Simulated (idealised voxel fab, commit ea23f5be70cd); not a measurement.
This section sets out a process module, namely voxel released beams.
Square cell edge 5 nm, section width 180 nm, ID cut.
How to read a cross-section here: the picture is a grid of square cells, written as bands going from the top down, and any band can span one or more rows of cells. For a band, the entry starts with two heights in nm, that of the top and then that of the bottom, and carries on with the band's materials in order from left to right, each alongside its width in nm; the word "all across" beside a single material means it fills the band edge to edge, and "blank" means empty space. Where do heights start? At 0: under that level the wafer as delivered is made of one material only. And the lowest band has no floor; it just carries on downward, as in "z 0 and below". A width such as "30 to 40" changes by the same amount from each row of cells to the next, from the band's top row to its bottom row. No cell of the cross-section changed in a step that is given as "nothing got changed". "Closed internal cavities" lists enclosed empty spaces (at least 8 cells, no open path upward to the top), each as width x height at distance from the left edge, in nm. Formally, on a step line, whatever follows the settings is a remark that the simulator itself makes on the step. Regarding "overlay nm": on a step with a mask, it is the distance the mask lay to the right of its planned place; a negative value places it to the left.

Process steps (planned)
1) RECEIVE: material Si
2) CONFORMAL_DEP: material Al2O3, thk nm 10
3) DIRECTIONAL_DEP: material SiO2, thk nm 10
4) PATTERN: tone open, mask id ANCHOR, material resist, width nm 30, thk nm 15, overlay nm 0
5) DIRECTIONAL_ETCH: etch materials SiO2, depth nm 10
6) STRIP: etch materials resist
7) CONFORMAL_DEP: material SiN, thk nm 10
8) PATTERN: tone cover, mask id BEAM, material resist, width nm 100, thk nm 20, overlay nm -15
9) DIRECTIONAL_ETCH: etch materials SiN, depth nm 10
10) STRIP: etch materials resist
11) STRIP: etch materials SiO2
For this document, wafers share an identical start and vary in the step 8 overlay nm; the plan quotes the first wafer's value.

Step 1 complete: as-received cross-section of the first of several wafers
  z 0 and below = Si all across
  Closed internal cavities: none

Table: wafers, a row each; end-of-module cell change per material since receipt, gain (+), loss (-); then closed voids
overlay nm -15; +72 Al2O3; +48 SiN; Closed internal cavities: none
overlay nm -10; +72 Al2O3; +48 SiN; Closed internal cavities: none
overlay nm -5; +72 Al2O3; +48 SiN; Closed internal cavities: none
overlay nm 0; +72 Al2O3; +48 SiN; Closed internal cavities: none
overlay nm 5; +72 Al2O3; +48 SiN; Closed internal cavities: none
overlay nm 10; +72 Al2O3; +48 SiN; Closed internal cavities: none
overlay nm 15; +72 Al2O3; +48 SiN; Closed internal cavities: none
